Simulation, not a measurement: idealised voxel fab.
You're looking at the process module voxel capacitor over wiring.
Cross-section cut: width 195 nm, square cells of 5 nm.
Square cells in a grid make up a cross-section in this document, and the grid is given as bands, listed from the top down, each one or more rows of cells.
Quick guide to a band line: top height, bottom height (nm) up front; then every material left to right with its width in nm. Only one material and it's marked "edge to edge"? Then it fills the band edge to edge. And "air" just means empty space.
The level at which height equals 0 is the one under which the wafer, as it arrives, is entirely one material. No lower edge exists for the bottom band, which continues downward and is notated as in "top 0, no bottom".
The two numbers in a width such as "30..40" mark its ends across the band: the first belongs to the top row of cells, the second to the bottom row, and from each row to the next the width moves by the same amount.
"no change" (step): cross-section cells unchanged, all of them.
Empty spaces without an open route to the top, at least 8 cells in extent, make up the entry "Sealed internal voids"; each is given as width x height at distance, where the distance is measured from the left edge, and all are in nm.
Anything after a step's settings on that line? It's the simulator's own note about the step.
overlay nm: right-of-plan distance of the mask on a masked step; negative values mean left-of-plan.
[List of planned process steps]
1,RECEIVE [material Si]
2,CONFORMAL_DEP [material SiO2] [thk nm 15]
3,CONFORMAL_DEP [material SiCN] [thk nm 5]
4,DIRECTIONAL_DEP [material lowk] [thk nm 20]
5,MASKED_ETCH [tone open] [mask id METAL_1] [width nm 20] [pitch nm 80] [etch materials lowk] [depth nm 20] [overlay nm 0]
6,MASKED_ETCH [tone open] [mask id METAL_1] [width nm 20] [pitch nm 80] [etch materials SiCN] [depth nm 5] [overlay nm 0]
7,CONFORMAL_DEP [material TiN] [thk nm 5]
8,FILL_DEP [material Cu] [thk nm 5]
9,CMP [height nm 40]
10,CONFORMAL_DEP [material SiCN] [thk nm 5]
11,DIRECTIONAL_DEP [material lowk] [thk nm 20]
12,DIRECTIONAL_DEP [material aC] [thk nm 10]
13,PATTERN [tone open] [mask id PLUG_1] [material resist] [width nm 15] [thk nm 25] [overlay nm 0]
14,DIRECTIONAL_ETCH [etch materials aC] [depth nm 10]
15,STRIP [etch materials resist]
16,DIRECTIONAL_ETCH [etch materials lowk] [depth nm 20]
17,DIRECTIONAL_ETCH [etch materials SiCN] [depth nm 5]
18,STRIP [etch materials aC]
19,CONFORMAL_DEP [material TiN] [thk nm 5]
20,FILL_DEP [material Ru] [thk nm 10]
21,CMP [height nm 65]
22,DIRECTIONAL_DEP [material TiN] [thk nm 5]
23,DIRECTIONAL_DEP [material Al2O3] [thk nm 5]
24,DIRECTIONAL_DEP [material TiN] [thk nm 10]
25,MASKED_ETCH [tone cover] [mask id UPPER_PLATE] [width nm 65] [etch materials TiN] [depth nm 10] [overlay nm 0]
26,MASKED_ETCH [tone cover] [mask id UPPER_PLATE] [width nm 65] [etch materials Al2O3] [depth nm 5] [overlay nm 0]
27,MASKED_ETCH [tone cover] [mask id LOWER_PLATE] [width nm 75] [etch materials TiN] [depth nm 5] [overlay nm 0]
28,FILL_DEP [material SiO2] [thk nm 15]
29,CMP [height nm 95]
30,PATTERN [tone open] [mask id PLUG_2] [material resist] [width nm 15] [thk nm 15] [overlay nm 0]
31,DIRECTIONAL_ETCH [etch materials SiO2] [depth nm 10]
32,STRIP [etch materials resist]
33,CONFORMAL_DEP [material TiN] [thk nm 5]
34,FILL_DEP [material W] [thk nm 5]
35,CMP [height nm 95]
36,CONFORMAL_DEP [material SiCN] [thk nm 5]
[Step 1 complete: cross-section of the wafer as received]
* top 0, no bottom | Si edge to edge
* Sealed internal voids: none
[First of two wafers: cross-section at end of module, run per plan]
* top 100, bottom 95 | SiCN edge to edge
* top 95, bottom 90 | 60 SiO2 | 5 TiN | 5 W | 5 TiN | 120 SiO2
* top 90, bottom 85 | 60 SiO2 | 15 TiN | 120 SiO2
* top 85, bottom 75 | 50 SiO2 | 65 TiN | 80 SiO2
* top 75, bottom 70 | 50 SiO2 | 65 Al2O3 | 80 SiO2
* top 70, bottom 65 | 45 SiO2 | 75 TiN | 75 SiO2
* top 65, bottom 45 | 50 lowk | 5 TiN | 5 Ru | 5 TiN | 130 lowk
* top 45, bottom 40 | 50 SiCN | 15 TiN | 130 SiCN
* top 40, bottom 20 | 45 lowk | 5 TiN | 10 Cu | 5 TiN | 60 lowk | 5 TiN | 10 Cu | 5 TiN | 50 lowk
* top 20, bottom 15 | 45 SiCN | 20 TiN | 60 SiCN | 20 TiN | 50 SiCN
* top 15, bottom 0 | SiO2 edge to edge
* top 0, no bottom | Si edge to edge
* Sealed internal voids: none
[Here's the second of our two wafers sectioned at module end. Same start as the first, same plan, but one mistake got made running it]
* top 95, bottom 90 | SiCN edge to edge
* top 90, bottom 85 | 60 SiO2 | 15 TiN | 120 SiO2
* top 85, bottom 75 | 50 SiO2 | 65 TiN | 80 SiO2
* top 75, bottom 70 | 50 SiO2 | 65 Al2O3 | 80 SiO2
* top 70, bottom 65 | 45 SiO2 | 75 TiN | 75 SiO2
* top 65, bottom 45 | 50 lowk | 5 TiN | 5 Ru | 5 TiN | 130 lowk
* top 45, bottom 40 | 50 SiCN | 15 TiN | 130 SiCN
* top 40, bottom 20 | 45 lowk | 5 TiN | 10 Cu | 5 TiN | 60 lowk | 5 TiN | 10 Cu | 5 TiN | 50 lowk
* top 20, bottom 15 | 45 SiCN | 20 TiN | 60 SiCN | 20 TiN | 50 SiCN
* top 15, bottom 0 | SiO2 edge to edge
* top 0, no bottom | Si edge to edge
* Sealed internal voids: none
Misprocessing identified: step 35 went in with a setting other than planned; the actual run was CMP [height nm 90]
Looking at both finished wafers in cells, the second ends up ahead of or behind the first on some materials: -36 SiO2, -2 TiN, -1 W
